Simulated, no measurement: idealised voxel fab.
Documented hereafter: the process module known as voxel wiring stack.
The cross-section on display is named cut; it measures 145 nm wide, and its cells are 5 nm squares.
Cross-section layout: square cells on a grid; listed as bands, top to bottom; a band spans one or more cell rows. Band entry format. Leading values: height of top, height of bottom, nm. Remainder: materials in left-to-right order, each with its width in nm. Special words: "everywhere" on a single material, which then fills the band edge to edge; "blank", empty space. Height reference: 0 = level under which incoming wafer is all one material. Lowest band: no bottom, runs on downward, e.g. "0..down". Think of "30..40" as a width that walks from the first number to the second as you go down the band, top row to bottom row, taking equal-sized steps from row to row. The designation "nothing got changed", where it is given for a processing step, indicates that no cell of the cross-section was altered in the course of that step. Under "Closed void inventory" you'll find the enclosed gaps, the ones with no way out to the top, that are 8 cells or bigger; each reads width x height at distance, with distance counted from the left edge, everything in nm. Text after the settings on a step's line: the simulator's own remark on that step. Among the settings permitted on a step's line is "overlay nm"; applied to a step with a mask, it specifies the extent to which the mask lay to the right of its planned position, whereas a negative figure signifies a position to the left.
# Steps in the process plan
- 1: RECEIVE, material Si
- 2: CONFORMAL_DEP, material SiO2, thk nm 10
- 3: DIRECTIONAL_DEP, material TiN, thk nm 5
- 4: DIRECTIONAL_DEP, material W, thk nm 15
- 5: DIRECTIONAL_DEP, material aC, thk nm 15
- 6: PATTERN, tone cover, mask id METAL_1, material resist, width nm 25, pitch nm 55, thk nm 30, overlay nm 0
- 7: DIRECTIONAL_ETCH, etch materials aC, depth nm 15
- 8: STRIP, etch materials resist
- 9: DIRECTIONAL_ETCH, etch materials W, depth nm 15
- 10: DIRECTIONAL_ETCH, etch materials TiN, depth nm 5
- 11: STRIP, etch materials aC
- 12: CONFORMAL_DEP, material SiCN, thk nm 5
- 13: FILL_DEP, material SiO2, thk nm 5
- 14: CMP, height nm 30
- 15: CONFORMAL_DEP, material SiCN, thk nm 5
- 16: DIRECTIONAL_DEP, material SiO2, thk nm 35
- 17: MASKED_ETCH, tone open, mask id METAL_2_HOLES, width nm 15, etch materials SiO2, depth nm 35, overlay nm 0
- 18: PATTERN, tone open, mask id METAL_2, material resist, width nm 25, pitch nm 55, thk nm 20, overlay nm 0
- 19: DIRECTIONAL_ETCH, etch materials SiO2, depth nm 20
- 20: DIRECTIONAL_ETCH, etch materials SiCN, depth nm 5
- 21: STRIP, etch materials resist
- 22: CONFORMAL_DEP, material TiN, thk nm 5
- 23: FILL_DEP, material Ru, thk nm 10
- 24: CMP, height nm 70
- 25: CONFORMAL_DEP, material SiCN, thk nm 5
- 26: DIRECTIONAL_DEP, material SiO2, thk nm 20
- 27: DIRECTIONAL_DEP, material aC, thk nm 10
- 28: PATTERN, tone open, mask id PLUG_2, material resist, width nm 15, thk nm 25, overlay nm 0
- 29: DIRECTIONAL_ETCH, etch materials aC, depth nm 10
- 30: STRIP, etch materials resist
- 31: DIRECTIONAL_ETCH, etch materials SiO2, depth nm 20
- 32: DIRECTIONAL_ETCH, etch materials SiCN, depth nm 5
- 33: STRIP, etch materials aC
- 34: EPI, material Ru, thk nm 10
- 35: EPI, material Ru, thk nm 10
- 36: EPI, material Ru, thk nm 5
- 37: DIRECTIONAL_DEP, material TiN, thk nm 5
- 38: DIRECTIONAL_DEP, material Ru, thk nm 15
- 39: PATTERN, tone cover, mask id METAL_3, material resist, width nm 25, pitch nm 55, thk nm 15, overlay nm 0
- 40: DIRECTIONAL_ETCH, etch materials Ru, depth nm 15
- 41: DIRECTIONAL_ETCH, etch materials TiN, depth nm 5
- 42: STRIP, etch materials resist
- 43: FILL_DEP, material SiO2, thk nm 10
- 44: CMP, height nm 115
- 45: CONFORMAL_DEP, material SiN, thk nm 5
# Cross-section, incoming material, after step 1
- 0..down  Si everywhere
- Closed void inventory: none
# The module was run from the start shown above using the plan shown above, but one mistake was made doing it; the resulting wafer cross-section is below
- 120..115  SiN everywhere
- 115..100  SiO2 30 / Ru 25 / SiO2 30 / Ru 25 / SiO2 35
- 100..95  SiO2 30 / TiN 25 / SiO2 30 / TiN 25 / SiO2 35
- 95..75  SiO2 30 / Ru 15 / SiO2 100
- 75..70  SiCN 30 / Ru 15 / SiCN 100
- 70..55  SiO2 30 / TiN 5 / Ru 15 / TiN 5 / SiO2 30 / TiN 5 / Ru 15 / TiN 5 / SiO2 35
- 55..50  SiO2 30 / TiN 5 / Ru 5 / TiN 15 / SiO2 30 / TiN 25 / SiO2 35
- 50..35  SiO2 30 / TiN 5 / Ru 5 / TiN 5 / SiO2 100
- 35..30  SiCN 30 / TiN 15 / SiCN 100
- 30..25  SiCN 30 / TiN 25 / SiCN 30 / TiN 25 / SiCN 35
- 25..10  W everywhere
- 10..0  SiO2 everywhere
- 0..down  Si everywhere
- Closed void inventory: none
Heads up, the wafer didn't run the way we planned it: order of steps 3 and 4 inverted relative to the plan
